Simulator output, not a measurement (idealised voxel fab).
Module name: voxel tone inversion (process module)
In the cross-section labelled cut, the width is 285 nm and each square cell is 5 nm.
Bands, listed from the top down, are how a cross-section gets written in this document; the cross-section itself is a grid of square cells, and a band is one or more rows of them.
Quick guide to a band line: top height, bottom height (nm) up front; then every material left to right with its width in nm. Only one material and it's marked "edge to edge"? Then it fills the band edge to edge. And "empty" just means empty space.
Height datum 0, below which the as-received substrate wafer is one material. Lowest band open at the bottom, running downward: "0 -> down".
When a width is written as two numbers, as in "30 to 40", the first number is the width in the top row of cells of the band and the second is the width in its bottom row, and the width changes by the same amount from each row to the next.
"nothing different" for a step: no cell of the cross-section changed in that step.
Each empty space that has no open way to the top and spans at least 8 cells appears under "Voids, fully enclosed" as width x height at distance, the distance counted from the left edge, all in nm.
Where a step's line continues beyond its settings, the continuation is a remark by the simulator itself on that step.
overlay nm: how far to the right of its planned place the mask lay on this masked step (negative: to the left).

-- Planned step list for the process
| 1 | RECEIVE | material Si |
| 2 | CONFORMAL_DEP | material SiN | thk nm 5 |
| 3 | DIRECTIONAL_DEP | material aC | thk nm 20 |
| 4 | PATTERN | tone cover | mask id POSTS | material resist | width nm 15 | pitch nm 45 | thk nm 30 | overlay nm 0 |
| 5 | DIRECTIONAL_ETCH | etch materials aC | depth nm 20 |
| 6 | STRIP | etch materials resist |
| 7 | FILL_DEP | material lowk | thk nm 10 |
| 8 | CMP | height nm 25 |
| 9 | STRIP | etch materials aC |

-- As-received state of the wafer in cross-section, equivalent to post-step 1
- 0 -> down = Si edge to edge
- Voids, fully enclosed: none

-- Cross-section taken at module completion on the first of two wafers; processed per the plan
- 25 -> 5 = 110 of lowk, then 15 of empty, then 30 of lowk, then 15 of empty, then 115 of lowk
- 5 -> 0 = SiN edge to edge
- 0 -> down = Si edge to edge
- Voids, fully enclosed: none

-- What the second wafer looks like in cross-section once the module is done. Its start and its plan matched the first wafer's exactly; what differed was one mistake in how it was run
- 25 -> 5 = 105 of lowk, then 25 of empty, then 20 of lowk, then 25 of empty, then 110 of lowk
- 5 -> 0 = SiN edge to edge
- 0 -> down = Si edge to edge
- Voids, fully enclosed: none
What was done differently from what was planned? step 4 did not happen as planned, as run it was PATTERN | tone cover | mask id POSTS | material resist | width nm 25 | pitch nm 45 | thk nm 30 | overlay nm 0
Count the cells at the end and the second wafer has more or fewer of some materials than the first: -16 lowk
